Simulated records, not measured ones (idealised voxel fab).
process module | voxel wiring stack
FYI the section here is cut, 220 nm wide, cells are 5 nm squares.
A cross-section in this document is a grid of square cells, and it is written down as bands, the top band listed before the ones below it; a band is made up of one or more rows of cells. It is stipulated that each band's entry specify, in nanometres, the height of the top of the band and then that of its bottom, followed by the materials of the band in left-to-right sequence, each together with its width in nanometres. A single material marked by the word "all across" is understood to fill the band from edge to edge; the word "blank" is understood to denote empty space. The level at which height equals 0 is the one under which the wafer, as it arrives, is entirely one material. No lower edge exists for the bottom band, which continues downward and is notated as in "0 -> down". Read "30 to 40" as a graded width: first number on top, second number at the bottom, same change between each pair of neighbouring rows. "no alteration", as given for a step, is the statement that not any cell of the cross-section underwent a change during that step. In "Listed closed voids" the enclosed voids are listed, meaning empty spaces of 8 cells or larger without any opening to the top. The form is width x height at distance, distance from the left edge, units nm. Where a step's line continues beyond its settings, the continuation is a remark by the simulator itself on that step. For masked steps, "overlay nm" on the step line gives how far right of plan the mask actually lay; a minus sign means it lay to the left.
Process steps foreseen in the plan
| 1 | RECEIVE | material Si |
| 2 | CONFORMAL_DEP | material SiO2 | thk nm 15 |
| 3 | CONFORMAL_DEP | material SiN | thk nm 5 |
| 4 | DIRECTIONAL_DEP | material SiO2 | thk nm 15 |
| 5 | DIRECTIONAL_DEP | material aC | thk nm 15 |
| 6 | PATTERN | tone open | mask id METAL_1 | material resist | width nm 30 | pitch nm 45 | thk nm 30 | overlay nm 0 |
| 7 | DIRECTIONAL_ETCH | etch materials aC | depth nm 15 |
| 8 | STRIP | etch materials resist |
| 9 | DIRECTIONAL_ETCH | etch materials SiO2 | depth nm 15 |
| 10 | DIRECTIONAL_ETCH | etch materials SiN | depth nm 5 |
| 11 | STRIP | etch materials aC |
| 12 | CONFORMAL_DEP | material TiN | thk nm 5 |
| 13 | FILL_DEP | material Cu | thk nm 5 |
| 14 | CMP | height nm 35 |
| 15 | EPI | material Ru | thk nm 5 |
| 16 | FILL_DEP | material SiCN | thk nm 5 |
| 17 | DIRECTIONAL_DEP | material SiO2 | thk nm 30 |
| 18 | DIRECTIONAL_DEP | material aC | thk nm 10 |
| 19 | PATTERN | tone open | mask id METAL_2 | material resist | width nm 30 | pitch nm 45 | thk nm 25 | overlay nm 0 |
| 20 | DIRECTIONAL_ETCH | etch materials aC | depth nm 10 |
| 21 | STRIP | etch materials resist |
| 22 | DIRECTIONAL_ETCH | etch materials SiO2 | depth nm 20 |
| 23 | STRIP | etch materials aC |
| 24 | DIRECTIONAL_DEP | material aC | thk nm 10 |
| 25 | PATTERN | tone open | mask id METAL_2_HOLES | material resist | width nm 15 | pitch nm 45 | thk nm 30 | overlay nm 0 |
| 26 | DIRECTIONAL_ETCH | etch materials aC | depth nm 10 |
| 27 | STRIP | etch materials resist |
| 28 | DIRECTIONAL_ETCH | etch materials SiO2 | depth nm 10 |
| 29 | DIRECTIONAL_ETCH | etch materials SiCN | depth nm 5 |
| 30 | STRIP | etch materials aC |
| 31 | CONFORMAL_DEP | material TiN | thk nm 5 |
| 32 | FILL_DEP | material Cu | thk nm 5 |
| 33 | CMP | height nm 75 |
| 34 | CONFORMAL_DEP | material SiCN | thk nm 5 |
| 35 | DIRECTIONAL_DEP | material lowk | thk nm 30 |
| 36 | DIRECTIONAL_DEP | material aC | thk nm 10 |
| 37 | PATTERN | tone open | mask id METAL_3_HOLES | material resist | width nm 15 | pitch nm 90 | thk nm 25 | overlay nm 0 |
| 38 | DIRECTIONAL_ETCH | etch materials aC | depth nm 10 |
| 39 | STRIP | etch materials resist |
| 40 | DIRECTIONAL_ETCH | etch materials lowk | depth nm 30 |
| 41 | STRIP | etch materials aC |
| 42 | PATTERN | tone open | mask id METAL_3 | material resist | width nm 30 | pitch nm 45 | thk nm 20 | overlay nm 0 |
| 43 | DIRECTIONAL_ETCH | etch materials lowk | depth nm 20 |
| 44 | DIRECTIONAL_ETCH | etch materials SiCN | depth nm 5 |
| 45 | STRIP | etch materials resist |
| 46 | CONFORMAL_DEP | material TiN | thk nm 5 |
| 47 | FILL_DEP | material Ru | thk nm 5 |
| 48 | CMP | height nm 110 |
| 49 | CONFORMAL_DEP | material SiCN | thk nm 5 |
| 50 | DIRECTIONAL_DEP | material lowk | thk nm 15 |
| 51 | DIRECTIONAL_DEP | material aC | thk nm 15 |
| 52 | PATTERN | tone open | mask id PLUG_3 | material resist | width nm 15 | pitch nm 45 | thk nm 30 | overlay nm 0 |
| 53 | DIRECTIONAL_ETCH | etch materials aC | depth nm 15 |
| 54 | STRIP | etch materials resist |
| 55 | DIRECTIONAL_ETCH | etch materials lowk | depth nm 15 |
| 56 | DIRECTIONAL_ETCH | etch materials SiCN | depth nm 5 |
| 57 | STRIP | etch materials aC |
| 58 | CONFORMAL_DEP | material TiN | thk nm 5 |
| 59 | FILL_DEP | material W | thk nm 5 |
| 60 | CMP | height nm 130 |
| 61 | DIRECTIONAL_DEP | material TiN | thk nm 5 |
| 62 | DIRECTIONAL_DEP | material W | thk nm 25 |
| 63 | PATTERN | tone cover | mask id METAL_4 | material resist | width nm 30 | pitch nm 45 | thk nm 15 | overlay nm 0 |
| 64 | DIRECTIONAL_ETCH | etch materials W | depth nm 25 |
| 65 | DIRECTIONAL_ETCH | etch materials TiN | depth nm 5 |
| 66 | STRIP | etch materials resist |
| 67 | FILL_DEP | material SiO2 | thk nm 10 |
| 68 | CMP | height nm 160 |
| 69 | CONFORMAL_DEP | material SiN | thk nm 5 |
Here's what the wafer looked like in cross-section when it arrived - that's after step 1
    0 -> down  Si all across
    Listed closed voids: none
Starting structure and process plan are as shown above, but one mistake was made in running the module; the wafer cross-section at the end of the module follows
    165 -> 160  SiN all across
    160 -> 135  25 of SiO2, then 30 of W, then 15 of SiO2, then 30 of W, then 15 of SiO2, then 30 of W, then 15 of SiO2, then 30 of W, then 30 of SiO2
    135 -> 130  25 of SiO2, then 30 of TiN, then 15 of SiO2, then 30 of TiN, then 15 of SiO2, then 30 of TiN, then 15 of SiO2, then 30 of TiN, then 30 of SiO2
    130 -> 115  25 of lowk, then 5 of TiN, then 5 of W, then 5 of TiN, then 30 of lowk, then 5 of TiN, then 5 of W, then 5 of TiN, then 30 of lowk, then 5 of TiN, then 5 of W, then 5 of TiN, then 30 of lowk, then 5 of TiN, then 5 of W, then 5 of TiN, then 45 of lowk
    115 -> 110  25 of SiCN, then 15 of TiN, then 30 of SiCN, then 15 of TiN, then 30 of SiCN, then 15 of TiN, then 30 of SiCN, then 15 of TiN, then 45 of SiCN
    110 -> 95  25 of lowk, then 5 of TiN, then 5 of Ru, then 5 of TiN, then 75 of lowk, then 5 of TiN, then 5 of Ru, then 5 of TiN, then 90 of lowk
    95 -> 90  25 of lowk, then 15 of TiN, then 75 of lowk, then 15 of TiN, then 90 of lowk
    90 -> 80  lowk all across
    80 -> 75  SiCN all across
    75 -> 60  25 of SiO2, then 5 of TiN, then 20 of Cu, then 5 of TiN, then 15 of SiO2, then 5 of TiN, then 20 of Cu, then 5 of TiN, then 15 of SiO2, then 5 of TiN, then 20 of Cu, then 5 of TiN, then 15 of SiO2, then 5 of TiN, then 20 of Cu, then 5 of TiN, then 30 of SiO2
    60 -> 55  25 of SiO2, then 5 of TiN, then 5 of Cu, then 20 of TiN, then 15 of SiO2, then 5 of TiN, then 5 of Cu, then 20 of TiN, then 15 of SiO2, then 5 of TiN, then 5 of Cu, then 20 of TiN, then 15 of SiO2, then 5 of TiN, then 5 of Cu, then 20 of TiN, then 30 of SiO2
    55 -> 45  25 of SiO2, then 5 of TiN, then 5 of Cu, then 5 of TiN, then 30 of SiO2, then 5 of TiN, then 5 of Cu, then 5 of TiN, then 30 of SiO2, then 5 of TiN, then 5 of Cu, then 5 of TiN, then 30 of SiO2, then 5 of TiN, then 5 of Cu, then 5 of TiN, then 45 of SiO2
    45 -> 40  25 of SiCN, then 15 of TiN, then 30 of SiCN, then 15 of TiN, then 30 of SiCN, then 15 of TiN, then 30 of SiCN, then 15 of TiN, then 45 of SiCN
    40 -> 35  20 of SiCN, then 40 of Ru, then 5 of SiCN, then 40 of Ru, then 5 of SiCN, then 40 of Ru, then 5 of SiCN, then 40 of Ru, then 25 of SiCN
    35 -> 20  25 of SiO2, then 5 of TiN, then 20 of Cu, then 5 of TiN, then 15 of SiO2, then 5 of TiN, then 20 of Cu, then 5 of TiN, then 15 of SiO2, then 5 of TiN, then 20 of Cu, then 5 of TiN, then 15 of SiO2, then 5 of TiN, then 20 of Cu, then 5 of TiN, then 30 of SiO2
    20 -> 15  25 of SiN, then 30 of TiN, then 15 of SiN, then 30 of TiN, then 15 of SiN, then 30 of TiN, then 15 of SiN, then 30 of TiN, then 30 of SiN
    15 -> 0  SiO2 all across
    0 -> down  Si all across
    Listed closed voids: none
Nonconformance to the process plan: twice, step 35 of the plan was run
